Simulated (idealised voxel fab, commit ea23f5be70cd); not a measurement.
The following is a process module called voxel self aligned contacts.
cross-section cut | 185 nm wide | cells 5 nm
How to read a cross-section here: the picture is a grid of square cells, written as bands going from the top down, and any band can span one or more rows of cells. A band entry consists of two parts. The first gives the height of the band's top and the height of its bottom, in nm. The rest lists the band's materials from left to right, each with its width in nm. A single material labelled with the word "full width" fills the band from edge to edge, and the word "air" marks empty space. The level at which height equals 0 is the one under which the wafer, as it arrives, is entirely one material. No lower edge exists for the bottom band, which continues downward and is notated as in "0 down". Width spec "30 to 40" -> top row of cells at first value, bottom row at second value, equal per-row change in between. "all unchanged", as given for a step, is the statement that not any cell of the cross-section underwent a change during that step. Empty spaces counting at least 8 cells and having no open way to the top are listed in "Closed internal voids". The notation width x height at distance is used for each, the distance being from the left edge and all three values in nm. Step line, after settings: the simulator's comment on this step. For masked steps, "overlay nm" on the step line gives how far right of plan the mask actually lay; a minus sign means it lay to the left.
## Set out below are the planned steps of the process
1. RECEIVE, material Si
2. CONFORMAL_DEP, material SiO2, thk nm 5
3. DIRECTIONAL_DEP, material polySi, thk nm 25
4. DIRECTIONAL_DEP, material SiN, thk nm 20
5. MASKED_ETCH, tone cover, mask id GATE, width nm 25, pitch nm 55, etch materials SiN, depth nm 20, overlay nm 0
6. MASKED_ETCH, tone cover, mask id GATE, width nm 25, pitch nm 55, etch materials polySi, depth nm 25, overlay nm -15
7. CONFORMAL_DEP, material SiN, thk nm 5
8. DIRECTIONAL_ETCH, etch materials SiN, depth nm 5
9. FILL_DEP, material SiO2, thk nm 15
10. CMP, height nm 60
11. DIRECTIONAL_DEP, material aC, thk nm 15
12. PATTERN, tone open, mask id CONTACT, material resist, width nm 40, thk nm 35, overlay nm 0
13. DIRECTIONAL_ETCH, etch materials aC, depth nm 15
14. STRIP, etch materials resist
15. DIRECTIONAL_ETCH, etch materials SiO2, depth nm 60
16. STRIP, etch materials aC
17. CONFORMAL_DEP, material TiN, thk nm 5
18. FILL_DEP, material Ru, thk nm 10
19. CMP, height nm 60
20. CONFORMAL_DEP, material SiCN, thk nm 5
Keep in mind the plan's value for the overlay nm of step 6 comes from the first wafer; the wafers don't share that setting, but they do share the same starting point.
## Received condition of the first of several wafers, sectioned: post-step 1
    0 down: Si full width
    Closed internal voids: none
## Row per wafer, end-of-module: cell gain (+)/loss (-) by material since the wafer came in, then closed voids
overlay nm -15 | +14 Ru | +37 SiCN | +76 SiN | +250 SiO2 | +24 TiN | +80 polySi | Closed internal voids: none
overlay nm -10 | +14 Ru | +37 SiCN | +76 SiN | +254 SiO2 | +30 TiN | +70 polySi | Closed internal voids: none
overlay nm -5 | +20 Ru | +37 SiCN | +76 SiN | +258 SiO2 | +30 TiN | +60 polySi | Closed internal voids: none
overlay nm 0 | +26 Ru | +37 SiCN | +76 SiN | +262 SiO2 | +30 TiN | +50 polySi | Closed internal voids: none
overlay nm 5 | +20 Ru | +37 SiCN | +76 SiN | +258 SiO2 | +30 TiN | +60 polySi | Closed internal voids: none
overlay nm 10 | +14 Ru | +37 SiCN | +76 SiN | +254 SiO2 | +30 TiN | +70 polySi | Closed internal voids: none
overlay nm 15 | +14 Ru | +37 SiCN | +76 SiN | +250 SiO2 | +24 TiN | +80 polySi | Closed internal voids: none
